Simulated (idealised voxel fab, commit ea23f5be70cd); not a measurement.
Process module name: voxel trench capacitor
FYI the section here is cut, 295 nm wide, cells are 5 nm squares.
Cross-sections here: square-cell grids, written as top-down lists of bands, a band being one or more rows of cells.
The entry gives the band's vertical extent as a top height and a bottom height in nm, then its horizontal make-up as materials from left to right, each with a width in nm. "blank" stands for empty space; a single material marked "full width" fills the band edge to edge.
It should be noted that heights are counted from 0, beneath which the wafer as supplied is of one material throughout, and that the lowest band possesses no lower boundary but continues downward, as written in "0 nm and below".
The width entry "30..40" should be interpreted row by row: the top row of cells in the band takes the first number, the bottom row takes the second number, and the change between adjacent rows is uniform throughout.
Any step labelled "changes: none" changed none of the cells in the cross-section.
"Unvented cavities" - sealed voids, min. 8 cells, no opening to top; format: width x height at distance (distance from left edge; nm throughout).
Where a step's line continues beyond its settings, the continuation is a remark by the simulator itself on that step.
overlay nm: mask right of planned place by this much (step with mask). Neg. = left.
Planned process steps
1: RECEIVE, material Si
2: CONFORMAL_DEP, material SiN, thk nm 10
3: PATTERN, tone open, mask id TRENCH, material resist, width nm 15, pitch nm 35, thk nm 20, overlay nm 0
4: DIRECTIONAL_ETCH, etch materials SiN, depth nm 10
5: DIRECTIONAL_ETCH, etch materials Si, depth nm 25
6: STRIP, etch materials resist
7: CONFORMAL_DEP, material Al2O3, thk nm 5
8: FILL_DEP, material polySi, thk nm 5
9: CMP, height nm 10
First of two wafers, with the run carried out as planned
Cross-section of the wafer as it came to us, i.e., already through step 1
0 nm and below | Si full width
Unvented cavities: none
Once step 2 is through, the wafer looks like this in cross-section
10 nm to 0 nm | SiN full width
No changes below 0.
Once step 3 is through, the wafer looks like this in cross-section
30 nm to 10 nm | 105 of resist, 15 of blank, 20 of resist, 15 of blank, 20 of resist, 15 of blank, 105 of resist
No changes below 10.
Once step 4 is through, the wafer looks like this in cross-section
30 nm to 10 nm | 105 of resist, 15 of blank, 20 of resist, 15 of blank, 20 of resist, 15 of blank, 105 of resist
10 nm to 0 nm | 105 of SiN, 15 of blank, 20 of SiN, 15 of blank, 20 of SiN, 15 of blank, 105 of SiN
No changes below 0.
Once step 5 is through, the wafer looks like this in cross-section
30 nm to 10 nm | 105 of resist, 15 of blank, 20 of resist, 15 of blank, 20 of resist, 15 of blank, 105 of resist
10 nm to 0 nm | 105 of SiN, 15 of blank, 20 of SiN, 15 of blank, 20 of SiN, 15 of blank, 105 of SiN
0 nm to -25 nm | 105 of Si, 15 of blank, 20 of Si, 15 of blank, 20 of Si, 15 of blank, 105 of Si
No changes below -25.
Once step 6 is through, the wafer looks like this in cross-section
10 nm to 0 nm | 105 of SiN, 15 of blank, 20 of SiN, 15 of blank, 20 of SiN, 15 of blank, 105 of SiN
No changes below 0.
Once step 7 is through, the wafer looks like this in cross-section
15 nm to 10 nm | 110 of Al2O3, 5 of blank, 30 of Al2O3, 5 of blank, 30 of Al2O3, 5 of blank, 110 of Al2O3
10 nm to 0 nm | 105 of SiN, 5 of Al2O3, 5 of blank, 5 of Al2O3, 20 of SiN, 5 of Al2O3, 5 of blank, 5 of Al2O3, 20 of SiN, 5 of Al2O3, 5 of blank, 5 of Al2O3, 105 of SiN
0 nm to -20 nm | 105 of Si, 5 of Al2O3, 5 of blank, 5 of Al2O3, 20 of Si, 5 of Al2O3, 5 of blank, 5 of Al2O3, 20 of Si, 5 of Al2O3, 5 of blank, 5 of Al2O3, 105 of Si
-20 nm to -25 nm | 105 of Si, 15 of Al2O3, 20 of Si, 15 of Al2O3, 20 of Si, 15 of Al2O3, 105 of Si
No changes below -25.
Once step 8 is through, the wafer looks like this in cross-section
20 nm to 15 nm | polySi full width
15 nm to 10 nm | 110 of Al2O3, 5 of polySi, 30 of Al2O3, 5 of polySi, 30 of Al2O3, 5 of polySi, 110 of Al2O3
10 nm to 0 nm | 105 of SiN, 5 of Al2O3, 5 of polySi, 5 of Al2O3, 20 of SiN, 5 of Al2O3, 5 of polySi, 5 of Al2O3, 20 of SiN, 5 of Al2O3, 5 of polySi, 5 of Al2O3, 105 of SiN
0 nm to -20 nm | 105 of Si, 5 of Al2O3, 5 of polySi, 5 of Al2O3, 20 of Si, 5 of Al2O3, 5 of polySi, 5 of Al2O3, 20 of Si, 5 of Al2O3, 5 of polySi, 5 of Al2O3, 105 of Si
No changes below -20.
Once step 9 is through, the wafer looks like this in cross-section
10 nm to 0 nm | 105 of SiN, 5 of Al2O3, 5 of polySi, 5 of Al2O3, 20 of SiN, 5 of Al2O3, 5 of polySi, 5 of Al2O3, 20 of SiN, 5 of Al2O3, 5 of polySi, 5 of Al2O3, 105 of SiN
No changes below 0.
Notes, second wafer: start = first wafer's, plan = first wafer's, execution had one mistake; history identical to first through step 2
X-section, second wafer, when step 3 was due to finish
30 nm to 10 nm | 115 of resist, 15 of blank, 20 of resist, 15 of blank, 20 of resist, 15 of blank, 95 of resist
No changes below 10.
X-section, second wafer, when step 4 was due to finish
30 nm to 10 nm | 115 of resist, 15 of blank, 20 of resist, 15 of blank, 20 of resist, 15 of blank, 95 of resist
10 nm to 0 nm | 115 of SiN, 15 of blank, 20 of SiN, 15 of blank, 20 of SiN, 15 of blank, 95 of SiN
No changes below 0.
X-section, second wafer, when step 5 was due to finish
30 nm to 10 nm | 115 of resist, 15 of blank, 20 of resist, 15 of blank, 20 of resist, 15 of blank, 95 of resist
10 nm to 0 nm | 115 of SiN, 15 of blank, 20 of SiN, 15 of blank, 20 of SiN, 15 of blank, 95 of SiN
0 nm to -25 nm | 115 of Si, 15 of blank, 20 of Si, 15 of blank, 20 of Si, 15 of blank, 95 of Si
No changes below -25.
X-section, second wafer, when step 6 was due to finish
10 nm to 0 nm | 115 of SiN, 15 of blank, 20 of SiN, 15 of blank, 20 of SiN, 15 of blank, 95 of SiN
No changes below 0.
X-section, second wafer, when step 7 was due to finish
15 nm to 10 nm | 120 of Al2O3, 5 of blank, 30 of Al2O3, 5 of blank, 30 of Al2O3, 5 of blank, 100 of Al2O3
10 nm to 0 nm | 115 of SiN, 5 of Al2O3, 5 of blank, 5 of Al2O3, 20 of SiN, 5 of Al2O3, 5 of blank, 5 of Al2O3, 20 of SiN, 5 of Al2O3, 5 of blank, 5 of Al2O3, 95 of SiN
0 nm to -20 nm | 115 of Si, 5 of Al2O3, 5 of blank, 5 of Al2O3, 20 of Si, 5 of Al2O3, 5 of blank, 5 of Al2O3, 20 of Si, 5 of Al2O3, 5 of blank, 5 of Al2O3, 95 of Si
-20 nm to -25 nm | 115 of Si, 15 of Al2O3, 20 of Si, 15 of Al2O3, 20 of Si, 15 of Al2O3, 95 of Si
No changes below -25.
X-section, second wafer, when step 8 was due to finish
20 nm to 15 nm | polySi full width
15 nm to 10 nm | 120 of Al2O3, 5 of polySi, 30 of Al2O3, 5 of polySi, 30 of Al2O3, 5 of polySi, 100 of Al2O3
10 nm to 0 nm | 115 of SiN, 5 of Al2O3, 5 of polySi, 5 of Al2O3, 20 of SiN, 5 of Al2O3, 5 of polySi, 5 of Al2O3, 20 of SiN, 5 of Al2O3, 5 of polySi, 5 of Al2O3, 95 of SiN
0 nm to -20 nm | 115 of Si, 5 of Al2O3, 5 of polySi, 5 of Al2O3, 20 of Si, 5 of Al2O3, 5 of polySi, 5 of Al2O3, 20 of Si, 5 of Al2O3, 5 of polySi, 5 of Al2O3, 95 of Si
No changes below -20.
X-section, second wafer, when step 9 was due to finish
10 nm to 0 nm | 115 of SiN, 5 of Al2O3, 5 of polySi, 5 of Al2O3, 20 of SiN, 5 of Al2O3, 5 of polySi, 5 of Al2O3, 20 of SiN, 5 of Al2O3, 5 of polySi, 5 of Al2O3, 95 of SiN
No changes below 0.
What was the processing mistake? step 3 off recipe, ran as PATTERN, tone open, mask id TRENCH, material resist, width nm 15, pitch nm 35, thk nm 20, overlay nm 10
Same inventory, different map: at the end, the second wafer holds as many cells of each material as the first, placed elsewhere.
